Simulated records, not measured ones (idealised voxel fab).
Documented hereafter: the process module known as voxel wiring stack.
It is cross-section cut that appears here, measuring 210 nm in width, its square cells being 5 nm in size.
Cross-section spec: square-cell grid; bands listed top down; each band is one or more rows. Quick guide to a band line: top height, bottom height (nm) up front; then every material left to right with its width in nm. Only one material and it's marked "edge to edge"? Then it fills the band edge to edge. And "empty" just means empty space. Heads up on the height convention: 0 is the point under which the incoming wafer is all one material, and the lowest band has no bottom, it just keeps going down, like "0 and below". A width given as "30..40" starts at the first number in the band's top row and ends at the second number in its bottom row, shifting by an equal amount at every step from row to row. Step marked "stayed the same"? Then no cell in the cross-section changed in it. The label "Enclosed voids" introduces a list of the empty spaces, 8 cells or larger, that have no open way up to the top; each entry in it reads width x height at distance, where the distance is taken from the left edge and all three are stated in nm. Read whatever lies past the settings on a step's line as the simulator's own remark about the step. "overlay nm" answers the question of how far to the right of plan the mask lay on a step that has a mask, and when it is negative the answer is to the left.
Steps planned for the process
1 RECEIVE,material Si
2 CONFORMAL_DEP,material SiO2,thk nm 10
3 DIRECTIONAL_DEP,material TiN,thk nm 5
4 DIRECTIONAL_DEP,material W,thk nm 15
5 PATTERN,tone cover,mask id METAL_1,material resist,width nm 30,pitch nm 60,thk nm 15,overlay nm 0
6 DIRECTIONAL_ETCH,etch materials W,depth nm 15
7 DIRECTIONAL_ETCH,etch materials TiN,depth nm 5
8 STRIP,etch materials resist
9 FILL_DEP,material SiO2,thk nm 5
10 CMP,height nm 30
11 CONFORMAL_DEP,material SiCN,thk nm 5
12 DIRECTIONAL_DEP,material SiO2,thk nm 10
13 DIRECTIONAL_DEP,material aC,thk nm 10
14 PATTERN,tone open,mask id PLUG_1,material resist,width nm 15,pitch nm 60,thk nm 25,overlay nm 0
15 DIRECTIONAL_ETCH,etch materials aC,depth nm 10
16 STRIP,etch materials resist
17 DIRECTIONAL_ETCH,etch materials SiO2,depth nm 10
18 DIRECTIONAL_ETCH,etch materials SiCN,depth nm 5
19 STRIP,etch materials aC
20 EPI,material Ru,thk nm 10
21 EPI,material Ru,thk nm 5
22 CONFORMAL_DEP,material SiN,thk nm 5
23 DIRECTIONAL_DEP,material SiO2,thk nm 15
24 DIRECTIONAL_DEP,material aC,thk nm 15
25 PATTERN,tone open,mask id METAL_2,material resist,width nm 30,pitch nm 60,thk nm 30,overlay nm 0
26 DIRECTIONAL_ETCH,etch materials aC,depth nm 15
27 STRIP,etch materials resist
28 DIRECTIONAL_ETCH,etch materials SiO2,depth nm 15
29 DIRECTIONAL_ETCH,etch materials SiN,depth nm 5
30 STRIP,etch materials aC
31 CONFORMAL_DEP,material TiN,thk nm 5
32 FILL_DEP,material W,thk nm 10
33 CMP,height nm 65
34 CONFORMAL_DEP,material SiCN,thk nm 5
35 DIRECTIONAL_DEP,material lowk,thk nm 15
36 DIRECTIONAL_DEP,material aC,thk nm 10
37 PATTERN,tone open,mask id PLUG_2,material resist,width nm 15,pitch nm 60,thk nm 25,overlay nm -15
38 DIRECTIONAL_ETCH,etch materials aC,depth nm 10
39 STRIP,etch materials resist
40 DIRECTIONAL_ETCH,etch materials lowk,depth nm 15
41 DIRECTIONAL_ETCH,etch materials SiCN,depth nm 5
42 STRIP,etch materials aC
43 EPI,material Ru,thk nm 10
44 EPI,material Ru,thk nm 10
45 DIRECTIONAL_DEP,material TiN,thk nm 5
46 DIRECTIONAL_DEP,material Ru,thk nm 15
47 DIRECTIONAL_DEP,material aC,thk nm 10
48 PATTERN,tone cover,mask id METAL_3,material resist,width nm 30,pitch nm 60,thk nm 25,overlay nm 0
49 DIRECTIONAL_ETCH,etch materials aC,depth nm 10
50 STRIP,etch materials resist
51 DIRECTIONAL_ETCH,etch materials Ru,depth nm 15
52 DIRECTIONAL_ETCH,etch materials TiN,depth nm 5
53 STRIP,etch materials aC
54 FILL_DEP,material lowk,thk nm 5
55 CMP,height nm 105
56 CONFORMAL_DEP,material SiCN,thk nm 5
57 DIRECTIONAL_DEP,material SiO2,thk nm 20
58 MASKED_ETCH,tone open,mask id PLUG_3,width nm 15,pitch nm 120,etch materials SiO2,depth nm 20,overlay nm 0
59 MASKED_ETCH,tone open,mask id PLUG_3,width nm 15,pitch nm 120,etch materials SiCN,depth nm 5,overlay nm 0
60 CONFORMAL_DEP,material TiN,thk nm 5
61 FILL_DEP,material Cu,thk nm 5
62 CMP,height nm 130
63 DIRECTIONAL_DEP,material TiN,thk nm 5
64 DIRECTIONAL_DEP,material W,thk nm 15
65 PATTERN,tone cover,mask id METAL_4,material resist,width nm 30,pitch nm 60,thk nm 15,overlay nm 0
66 DIRECTIONAL_ETCH,etch materials W,depth nm 15
67 DIRECTIONAL_ETCH,etch materials TiN,depth nm 5
68 STRIP,etch materials resist
69 FILL_DEP,material lowk,thk nm 10
70 CMP,height nm 150
71 CONFORMAL_DEP,material SiCN,thk nm 5
Split variable: overlay nm, step 37. Plan value = first wafer. Wafers start alike.
Cross-section of the first incoming wafer of several, state after step 1
0 and below | Si edge to edge
Enclosed voids: none
First wafer of several, cross-section, module end, after step 71 (last)
155 down to 150 | SiCN edge to edge
150 down to 135 | lowk 30 nm / W 30 nm / lowk 30 nm / W 30 nm / lowk 30 nm / W 30 nm / lowk 30 nm
135 down to 130 | lowk 30 nm / TiN 30 nm / lowk 30 nm / TiN 30 nm / lowk 30 nm / TiN 30 nm / lowk 30 nm
130 down to 110 | SiO2 30 nm / TiN 5 nm / Cu 5 nm / TiN 5 nm / SiO2 105 nm / TiN 5 nm / Cu 5 nm / TiN 5 nm / SiO2 45 nm
110 down to 105 | SiCN 30 nm / TiN 15 nm / SiCN 105 nm / TiN 15 nm / SiCN 45 nm
105 down to 90 | lowk 30 nm / Ru 30 nm / lowk 30 nm / Ru 30 nm / lowk 30 nm / Ru 30 nm / lowk 30 nm
90 down to 85 | lowk 30 nm / TiN 30 nm / lowk 30 nm / TiN 30 nm / lowk 30 nm / TiN 30 nm / lowk 30 nm
85 down to 70 | lowk edge to edge
70 down to 65 | SiCN 15 nm / lowk 15 nm / SiCN 45 nm / lowk 15 nm / SiCN 45 nm / lowk 15 nm / SiCN 60 nm
65 down to 50 | SiO2 30 nm / TiN 5 nm / W 20 nm / TiN 5 nm / SiO2 30 nm / TiN 5 nm / W 20 nm / TiN 5 nm / SiO2 30 nm / TiN 5 nm / W 20 nm / TiN 5 nm / SiO2 30 nm
50 down to 45 | SiN 30 nm / TiN 30 nm / SiN 30 nm / TiN 30 nm / SiN 30 nm / TiN 30 nm / SiN 30 nm
45 down to 35 | SiO2 30 nm / Ru 15 nm / SiO2 45 nm / Ru 15 nm / SiO2 45 nm / Ru 15 nm / SiO2 45 nm
35 down to 30 | SiCN 30 nm / Ru 15 nm / SiCN 45 nm / Ru 15 nm / SiCN 45 nm / Ru 15 nm / SiCN 45 nm
30 down to 15 | SiO2 30 nm / W 30 nm / SiO2 30 nm / W 30 nm / SiO2 30 nm / W 30 nm / SiO2 30 nm
15 down to 10 | SiO2 30 nm / TiN 30 nm / SiO2 30 nm / TiN 30 nm / SiO2 30 nm / TiN 30 nm / SiO2 30 nm
10 down to 0 | SiO2 edge to edge
0 and below | Si edge to edge
Enclosed voids: none
Here's the last wafer cross-sectioned at the end of the module
155 down to 150 | SiCN edge to edge
150 down to 135 | lowk 30 nm / W 30 nm / lowk 30 nm / W 30 nm / lowk 30 nm / W 30 nm / lowk 30 nm
135 down to 130 | lowk 30 nm / TiN 30 nm / lowk 30 nm / TiN 30 nm / lowk 30 nm / TiN 30 nm / lowk 30 nm
130 down to 110 | SiO2 30 nm / TiN 5 nm / Cu 5 nm / TiN 5 nm / SiO2 105 nm / TiN 5 nm / Cu 5 nm / TiN 5 nm / SiO2 45 nm
110 down to 105 | SiCN 30 nm / TiN 15 nm / SiCN 105 nm / TiN 15 nm / SiCN 45 nm
105 down to 90 | lowk 30 nm / Ru 30 nm / lowk 30 nm / Ru 30 nm / lowk 30 nm / Ru 30 nm / lowk 30 nm
90 down to 85 | lowk 30 nm / TiN 30 nm / lowk 30 nm / TiN 30 nm / lowk 30 nm / TiN 30 nm / lowk 30 nm
85 down to 70 | lowk 45 nm / Ru 15 nm / lowk 45 nm / Ru 15 nm / lowk 45 nm / Ru 15 nm / lowk 30 nm
70 down to 65 | SiCN 45 nm / Ru 15 nm / SiCN 45 nm / Ru 15 nm / SiCN 45 nm / Ru 15 nm / SiCN 30 nm
65 down to 50 | SiO2 30 nm / TiN 5 nm / W 20 nm / TiN 5 nm / SiO2 30 nm / TiN 5 nm / W 20 nm / TiN 5 nm / SiO2 30 nm / TiN 5 nm / W 20 nm / TiN 5 nm / SiO2 30 nm
50 down to 45 | SiN 30 nm / TiN 30 nm / SiN 30 nm / TiN 30 nm / SiN 30 nm / TiN 30 nm / SiN 30 nm
45 down to 35 | SiO2 30 nm / Ru 15 nm / SiO2 45 nm / Ru 15 nm / SiO2 45 nm / Ru 15 nm / SiO2 45 nm
35 down to 30 | SiCN 30 nm / Ru 15 nm / SiCN 45 nm / Ru 15 nm / SiCN 45 nm / Ru 15 nm / SiCN 45 nm
30 down to 15 | SiO2 30 nm / W 30 nm / SiO2 30 nm / W 30 nm / SiO2 30 nm / W 30 nm / SiO2 30 nm
15 down to 10 | SiO2 30 nm / TiN 30 nm / SiO2 30 nm / TiN 30 nm / SiO2 30 nm / TiN 30 nm / SiO2 30 nm
10 down to 0 | SiO2 edge to edge
0 and below | Si edge to edge
Enclosed voids: none
Wafer rows, end of module: cells per material gained (+) or lost (-) since receipt; closed voids last
overlay nm -15; +8 Cu; +81 Ru; +144 SiCN; +24 SiN; +462 SiO2; +112 TiN; +144 W; +327 lowk; Enclosed voids: none
overlay nm -10; +8 Cu; +117 Ru; +144 SiCN; +24 SiN; +462 SiO2; +112 TiN; +144 W; +291 lowk; Enclosed voids: none
overlay nm -5; +8 Cu; +117 Ru; +144 SiCN; +24 SiN; +462 SiO2; +112 TiN; +144 W; +291 lowk; Enclosed voids: none
overlay nm 0; +8 Cu; +117 Ru; +144 SiCN; +24 SiN; +462 SiO2; +112 TiN; +144 W; +291 lowk; Enclosed voids: none
overlay nm 5; +8 Cu; +117 Ru; +144 SiCN; +24 SiN; +462 SiO2; +112 TiN; +144 W; +291 lowk; Enclosed voids: none
overlay nm 10; +8 Cu; +117 Ru; +144 SiCN; +24 SiN; +462 SiO2; +112 TiN; +144 W; +291 lowk; Enclosed voids: none
overlay nm 15; +8 Cu; +117 Ru; +144 SiCN; +24 SiN; +462 SiO2; +112 TiN; +144 W; +291 lowk; Enclosed voids: none
